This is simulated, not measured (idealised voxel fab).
process module | voxel self aligned vias
cross-section cut | 270 nm wide | cells 5 nm
A cross-section is a grid of square cells, given in bands from the top down. A band is one or more rows of cells.
Each band's line starts with the height of the band's top and of its bottom, in nm. Then come its materials from left to right, each with its width in nm. One material with "throughout" fills the band from edge to edge. "air" is empty space.
Height 0 is the level under which the wafer as received is all one material. The lowest band goes on downwards, as in "0 down".
A width such as "30 to 40" changes by the same amount from each row of cells to the next, from the band's top row to its bottom row.
"no change" after a step means that no cell of the cross-section changed.
closed voids: empty space of 8 cells or more with no open way to the top, each as width x height at its distance from the left edge, in nm
after a step's settings: what the simulator itself notes on the step
overlay nm, on a step with a mask: how far to the right of its planned place the mask lay; to the left if negative
plan
1 op RECEIVE | material Si
2 op CONFORMAL_DEP | material SiO2 | thk nm 15
3 op CONFORMAL_DEP | material SiCN | thk nm 5
4 op DIRECTIONAL_DEP | material SiO2 | thk nm 25
5 op DIRECTIONAL_DEP | material aC | thk nm 15
6 op PATTERN | tone open | mask id LINES | material resist | width nm 25 | pitch nm 65 | thk nm 35 | overlay nm 0
7 op DIRECTIONAL_ETCH | etch materials aC | depth nm 15
8 op STRIP | etch materials resist
9 op DIRECTIONAL_ETCH | etch materials SiO2 | depth nm 25
10 op STRIP | etch materials aC
11 op CONFORMAL_DEP | material TiN | thk nm 5
12 op FILL_DEP | material W | thk nm 10
13 op CMP | height nm 45
14 op SELECTIVE_ETCH | etch materials W Ru TiN | depth nm 10
15 op FILL_DEP | material SiN | thk nm 10
16 op CMP | height nm 45
17 op DIRECTIONAL_DEP | material SiO2 | thk nm 20
18 op DIRECTIONAL_DEP | material aC | thk nm 15
19 op PATTERN | tone open | mask id VIAS | material resist | width nm 35 | pitch nm 65 | thk nm 35 | overlay nm 0
20 op DIRECTIONAL_ETCH | etch materials aC | depth nm 15
21 op STRIP | etch materials resist
22 op DIRECTIONAL_ETCH | etch materials SiO2 | depth nm 20
23 op DIRECTIONAL_ETCH | etch materials SiN | depth nm 10
24 op STRIP | etch materials aC
25 op CONFORMAL_DEP | material TiN | thk nm 5
26 op FILL_DEP | material W | thk nm 10
27 op CMP | height nm 65
28 op CONFORMAL_DEP | material SiN | thk nm 5
as received, after step 1
  0 down: Si throughout
  closed voids: none
a wafer at the end: this start, this plan, one mistake
  70 to 65: SiN throughout
  65 to 50: SiO2 85 | TiN 5 | W 25 | TiN 5 | SiO2 30 | TiN 5 | W 25 | TiN 5 | SiO2 85
  50 to 45: SiO2 85 | TiN 35 | SiO2 30 | TiN 35 | SiO2 85
  45 to 35: SiN 85 | TiN 5 | SiO2 25 | TiN 5 | SiN 30 | TiN 5 | SiO2 25 | TiN 5 | SiN 85
  35 to 25: W 85 | TiN 5 | SiO2 25 | TiN 5 | W 30 | TiN 5 | SiO2 25 | TiN 5 | W 85
  25 to 20: TiN 90 | SiO2 25 | TiN 40 | SiO2 25 | TiN 90
  20 to 15: SiCN throughout
  15 to 0: SiO2 throughout
  0 down: Si throughout
  closed voids: none
what went wrong: step 6 ran as: op PATTERN | tone cover | mask id LINES | material resist | width nm 25 | pitch nm 65 | thk nm 35 | overlay nm 0
